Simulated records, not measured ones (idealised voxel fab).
The following process module bears the name voxel released beams.
Square cells of 5 nm make up the cross-section cut, whose width is 215 nm.
A cross-section is a grid of square cells, given in bands from the top down. A band is one or more rows of cells.
It is stipulated that each band's entry specify, in nanometres, the height of the top of the band and then that of its bottom, followed by the materials of the band in left-to-right sequence, each together with its width in nanometres. A single material marked by the word "full width" is understood to fill the band from edge to edge; the word "blank" is understood to denote empty space.
Height is counted from the level 0, under which the received wafer is composed throughout of one material. The lowest of the bands is not closed at the bottom but continues downward, in the notation "z 0 and below".
Width "30..40": first value at the band's top row of cells, second value at its bottom row, equal change from row to row.
"remained the same" after a step means that no cell of the cross-section changed.
Entry "Closed void inventory" = empty spaces >= 8 cells with no open way to the top; each as width x height at distance, distance from left edge, all nm.
Heads up: the bit after the settings on a step's line is the simulator's remark on that step.
Each step line may optionally specify "overlay nm", which for a step with a mask gives the rightward distance between the mask's planned place and where it lay, a negative value indicating the leftward direction.

Set out below are the planned steps of the process:
step 1: RECEIVE | material Si
step 2: CONFORMAL_DEP | material SiN | thk nm 10
step 3: DIRECTIONAL_DEP | material SiO2 | thk nm 10
step 4: DIRECTIONAL_DEP | material aC | thk nm 10
step 5: PATTERN | tone open | mask id ANCHOR | material resist | width nm 35 | thk nm 25 | overlay nm 0
step 6: DIRECTIONAL_ETCH | etch materials aC | depth nm 10
step 7: STRIP | etch materials resist
step 8: DIRECTIONAL_ETCH | etch materials SiO2 | depth nm 10
step 9: STRIP | etch materials aC
step 10: CONFORMAL_DEP | material polySi | thk nm 15
step 11: DIRECTIONAL_DEP | material aC | thk nm 10
step 12: PATTERN | tone cover | mask id BEAM | material resist | width nm 105 | thk nm 30 | overlay nm 0
step 13: DIRECTIONAL_ETCH | etch materials aC | depth nm 10
step 14: STRIP | etch materials resist
step 15: DIRECTIONAL_ETCH | etch materials polySi | depth nm 15
step 16: STRIP | etch materials aC
step 17: STRIP | etch materials SiO2

Incoming wafer in cross-section (state: after step 1):
  z 0 and below = Si full width
  Closed void inventory: none

Sectioned view, first of two wafers, at the close of the module, processed as intended in the plan:
  z 35 to 25 = 50 nm blank | 20 nm polySi | 5 nm blank | 80 nm polySi | 60 nm blank
  z 25 to 20 = 50 nm blank | 105 nm polySi | 60 nm blank
  z 20 to 10 = 55 nm blank | 35 nm polySi | 125 nm blank
  z 10 to 0 = SiN full width
  z 0 and below = Si full width
  Closed void inventory: none

Same start, same plan as the first wafer - but one mistake in the run. Cross-section of the second of the two at the end of the module:
  z 20 to 10 = 55 nm SiO2 | 35 nm blank | 125 nm SiO2
  z 10 to 0 = SiN full width
  z 0 and below = Si full width
  Closed void inventory: none
The mistake made against the process plan was this: not per plan at step 17, really ran STRIP | etch materials polySi
Cell-count delta at end, second wafer over first, by material: 72 more of SiO2 | 75 fewer of polySi
